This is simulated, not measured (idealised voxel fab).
The process module presented herein is designated voxel double patterning.
FYI the section here is cut, 250 nm wide, cells are 5 nm squares.
A cross-section is a grid of square cells, given in bands from the top down. A band is one or more rows of cells.
A band entry consists of two parts. The first gives the height of the band's top and the height of its bottom, in nm. The rest lists the band's materials from left to right, each with its width in nm. A single material labelled with the word "edge to edge" fills the band from edge to edge, and the word "blank" marks empty space.
Counting heights begins at 0, where everything beneath is, in the wafer as received, one material. The lowest band has no bottom; it goes on downwards, as "from 0 down" shows.
Quick explanation for "30->40": the width changes in equal steps down the rows of cells, from the first number in the band's top row to the second number in its bottom row.
Reading "no alterations made" for a step: not a cell of the cross-section changed in it.
The entry titled "Closed void roster" provides the empty spaces that have no open way to the top, restricted to those of 8 cells or more. Each is presented as width x height at distance, the distance being measured from the left edge, with all three in nm.
On each step's line, the part that comes after the settings is the simulator's own comment on the step.
overlay nm: for a step with a mask, the amount by which the mask lay right of where it was planned; a negative amount means left of it.
Planned process steps:
1. RECEIVE (material Si)
2. CONFORMAL_DEP (material SiO2; thk nm 10)
3. DIRECTIONAL_DEP (material polySi; thk nm 20)
4. DIRECTIONAL_DEP (material SiN; thk nm 5)
5. MASKED_ETCH (tone open; mask id FIRST; width nm 15; pitch nm 50; etch materials SiN; depth nm 5; overlay nm 0)
6. MASKED_ETCH (tone open; mask id SECOND; width nm 15; pitch nm 50; etch materials SiN; depth nm 5; overlay nm 0)
7. DIRECTIONAL_ETCH (etch materials polySi; depth nm 20)
8. STRIP (etch materials SiN)
As-received wafer cross-section (after step 1):
> from 0 down  Si edge to edge
> Closed void roster: none
Cross-section: first of two wafers, module finished, run according to plan:
> from 30 to 10  polySi 65 nm  blank 15 nm  polySi 10 nm  blank 15 nm  polySi 10 nm  blank 15 nm  polySi 10 nm  blank 15 nm  polySi 10 nm  blank 15 nm  polySi 70 nm
> from 10 to 0  SiO2 edge to edge
> from 0 down  Si edge to edge
> Closed void roster: none
What the second wafer looks like in cross-section once the module is done. Its start and its plan matched the first wafer's exactly; what differed was one mistake in how it was run:
> from 30 to 20  SiO2 edge to edge
> from 20 to 0  polySi edge to edge
> from 0 down  Si edge to edge
> Closed void roster: none
Want to know what went wrong? steps 2 and 3 were swapped
Final comparison by cell count, materials where the second wafer has more or fewer than the first: 60 more of polySi
